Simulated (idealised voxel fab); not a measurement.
A process module follows: voxel gate over fins.
In the cross-section labelled cut, the width is 255 nm and each square cell is 5 nm.
Cross-section = grid of square cells, listed top down in bands; band = one or more rows. It is stipulated that each band's entry specify, in nanometres, the height of the top of the band and then that of its bottom, followed by the materials of the band in left-to-right sequence, each together with its width in nanometres. A single material marked by the word "throughout" is understood to fill the band from edge to edge; the word "blank" is understood to denote empty space. Counting heights begins at 0, where everything beneath is, in the wafer as received, one material. The lowest band has no bottom; it goes on downwards, as "from 0 down" shows. You'd read "30..40" like this: the band's top row of cells is as wide as the first number, its bottom row is as wide as the second, and going down, every row changes width by the same amount as the row before did. Step marked "nothing got changed"? Then no cell in the cross-section changed in it. The label "Sealed voids" introduces a list of the empty spaces, 8 cells or larger, that have no open way up to the top; each entry in it reads width x height at distance, where the distance is taken from the left edge and all three are stated in nm. Whatever follows a step's settings on its line is a remark the simulator itself makes about that step. The optional step-line setting "overlay nm" applies to steps with a mask and quantifies how far to the right of its planned location the mask lay, a negative value indicating leftward placement.
Planned step list for the process
1) RECEIVE,material Si
2) CONFORMAL_DEP,material SiN,thk nm 10
3) PATTERN,tone cover,mask id FINS,material resist,width nm 15,pitch nm 35,thk nm 15,overlay nm 0
4) DIRECTIONAL_ETCH,etch materials SiN,depth nm 10
5) DIRECTIONAL_ETCH,etch materials Si,depth nm 30
6) STRIP,etch materials resist
7) FILL_DEP,material SiO2,thk nm 5
8) CMP,height nm 10
9) SELECTIVE_ETCH,etch materials SiO2,depth nm 25
10) STRIP,etch materials SiN
11) CONFORMAL_DEP,material HfO2,thk nm 5
12) CONFORMAL_DEP,material TiN,thk nm 5
13) CONFORMAL_DEP,material TiAl,thk nm 5
14) CONFORMAL_DEP,material TiN,thk nm 5
15) FILL_DEP,material W,thk nm 15
16) CMP,height nm 30
17) CONFORMAL_DEP,material SiN,thk nm 10
varied across the wafers: thk nm of step 11. The plan shows the first wafer's value. All wafers start alike
Cross-section, first of several wafers, as delivered after step 1
from 0 down  Si throughout
Sealed voids: none
First wafer of several, cross-section, module end, after step 17 (last)
from 40 to 30  SiN throughout
from 30 to 20  W throughout
from 20 to 15  W (45)  TiN (160)  W (50)
from 15 to 10  W (45)  TiN (5)  TiAl (150)  TiN (5)  W (50)
from 10 to 5  W (45)  TiN (5)  TiAl (5)  TiN (140)  TiAl (5)  TiN (5)  W (50)
from 5 to 0  TiN (50)  TiAl (5)  TiN (5)  HfO2 (25)  TiN (10)  HfO2 (25)  TiN (10)  HfO2 (25)  TiN (10)  HfO2 (25)  TiN (5)  TiAl (5)  TiN (55)
from 0 to -5  TiAl (55)  TiN (5)  HfO2 (5)  Si (15)  HfO2 (5)  TiN (10)  HfO2 (5)  Si (15)  HfO2 (5)  TiN (10)  HfO2 (5)  Si (15)  HfO2 (5)  TiN (10)  HfO2 (5)  Si (15)  HfO2 (5)  TiN (5)  TiAl (60)
from -5 to -10  TiN (60)  HfO2 (5)  Si (15)  HfO2 (5)  TiN (10)  HfO2 (5)  Si (15)  HfO2 (5)  TiN (10)  HfO2 (5)  Si (15)  HfO2 (5)  TiN (10)  HfO2 (5)  Si (15)  HfO2 (5)  TiN (65)
from -10 to -15  HfO2 (65)  Si (15)  HfO2 (20)  Si (15)  HfO2 (20)  Si (15)  HfO2 (20)  Si (15)  HfO2 (70)
from -15 to -30  SiO2 (65)  Si (15)  SiO2 (20)  Si (15)  SiO2 (20)  Si (15)  SiO2 (20)  Si (15)  SiO2 (70)
from -30 down  Si throughout
Sealed voids: none
Showing the last wafer in cross-section at the end of the module
from 40 to 30  SiN throughout
from 30 to 25  W (30)  TiN (5)  TiAl (180)  TiN (5)  W (35)
from 25 to 20  W (30)  TiN (5)  TiAl (5)  TiN (170)  TiAl (5)  TiN (5)  W (35)
from 20 to 15  TiN (35)  TiAl (5)  TiN (5)  HfO2 (160)  TiN (5)  TiAl (5)  TiN (40)
from 15 to 10  TiAl (40)  TiN (5)  HfO2 (160)  TiN (5)  TiAl (45)
from 10 to 5  TiN (45)  HfO2 (160)  TiN (50)
from 5 to 0  HfO2 throughout
from 0 to -15  HfO2 (65)  Si (15)  HfO2 (20)  Si (15)  HfO2 (20)  Si (15)  HfO2 (20)  Si (15)  HfO2 (70)
from -15 to -30  SiO2 (65)  Si (15)  SiO2 (20)  Si (15)  SiO2 (20)  Si (15)  SiO2 (20)  Si (15)  SiO2 (70)
from -30 down  Si throughout
Sealed voids: none
Below is a per-wafer table. In it, each row describes the wafer at the end of the module by giving, for each material, the number of cells gained (+) or lost (-) since the wafer was received, and after that the closed voids of the wafer
thk nm 5 | +75 HfO2 | -234 Si | +102 SiN | +117 SiO2 | +57 TiAl | +132 TiN | +159 W | Sealed voids: none
thk nm 10 | +150 HfO2 | -234 Si | +102 SiN | +117 SiO2 | +57 TiAl | +114 TiN | +102 W | Sealed voids: none
thk nm 15 | +207 HfO2 | -234 Si | +102 SiN | +117 SiO2 | +57 TiAl | +114 TiN | +45 W | Sealed voids: none
thk nm 20 | +264 HfO2 | -234 Si | +102 SiN | +117 SiO2 | +57 TiAl | +76 TiN | +26 W | Sealed voids: none
